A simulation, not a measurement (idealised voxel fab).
This section sets out a process module, namely voxel trench capacitor.
285 nm wide, 5 nm square cells: that's cross-section cut.
Cross-sections here: square-cell grids, written as top-down lists of bands, a band being one or more rows of cells.
Look at the band entry: it leads with the top's height and the bottom's height in nm. Then it lists the materials left to right, with a width in nm for each. The word "everywhere" on a single material says that material fills the band edge to edge. The word "air" is empty space.
Height datum 0, below which the as-received substrate wafer is one material. Lowest band open at the bottom, running downward: "top 0, no bottom".
The two numbers in a width such as "30 to 40" mark its ends across the band: the first belongs to the top row of cells, the second to the bottom row, and from each row to the next the width moves by the same amount.
"remained unchanged" means the step left every cell of the cross-section as it was.
Empty spaces counting at least 8 cells and having no open way to the top are listed in "Enclosed cavities". The notation width x height at distance is used for each, the distance being from the left edge and all three values in nm.
If you see something after the settings on a step's line, that's the simulator's own remark about that step.
For masked steps, "overlay nm" on the step line gives how far right of plan the mask actually lay; a minus sign means it lay to the left.

Steps in the process plan
1: RECEIVE with material Si
2: CONFORMAL_DEP with material SiN, thk nm 10
3: PATTERN with tone open, mask id TRENCH, material resist, width nm 25, pitch nm 55, thk nm 20, overlay nm 0
4: DIRECTIONAL_ETCH with etch materials SiN, depth nm 10
5: DIRECTIONAL_ETCH with etch materials Si, depth nm 40
6: STRIP with etch materials resist
7: CONFORMAL_DEP with material HfO2, thk nm 5
8: CONFORMAL_DEP with material TiN, thk nm 5
9: FILL_DEP with material W, thk nm 10
10: CMP with height nm 10

As-received state of the wafer in cross-section, equivalent to post-step 1
* top 0, no bottom | Si everywhere
* Enclosed cavities: none

The following cross-section depicts the wafer upon conclusion of the module. Processing commenced from the starting condition illustrated above and adhered to the plan illustrated above, save for one mistake in execution
* top 20, bottom 15 | TiN 110 / W 5 / TiN 50 / W 5 / TiN 115
* top 15, bottom 10 | HfO2 105 / TiN 5 / W 5 / TiN 5 / HfO2 40 / TiN 5 / W 5 / TiN 5 / HfO2 110
* top 10, bottom 0 | SiN 100 / HfO2 5 / TiN 5 / W 5 / TiN 5 / HfO2 5 / SiN 30 / HfO2 5 / TiN 5 / W 5 / TiN 5 / HfO2 5 / SiN 105
* top 0, bottom -30 | Si 100 / HfO2 5 / TiN 5 / W 5 / TiN 5 / HfO2 5 / Si 30 / HfO2 5 / TiN 5 / W 5 / TiN 5 / HfO2 5 / Si 105
* top -30, bottom -35 | Si 100 / HfO2 5 / TiN 15 / HfO2 5 / Si 30 / HfO2 5 / TiN 15 / HfO2 5 / Si 105
* top -35, bottom -40 | Si 100 / HfO2 25 / Si 30 / HfO2 25 / Si 105
* top -40, no bottom | Si everywhere
* Enclosed cavities: none
Where did the run depart from the plan? in deviation from the planned setting, step 10 was conducted as CMP with height nm 20
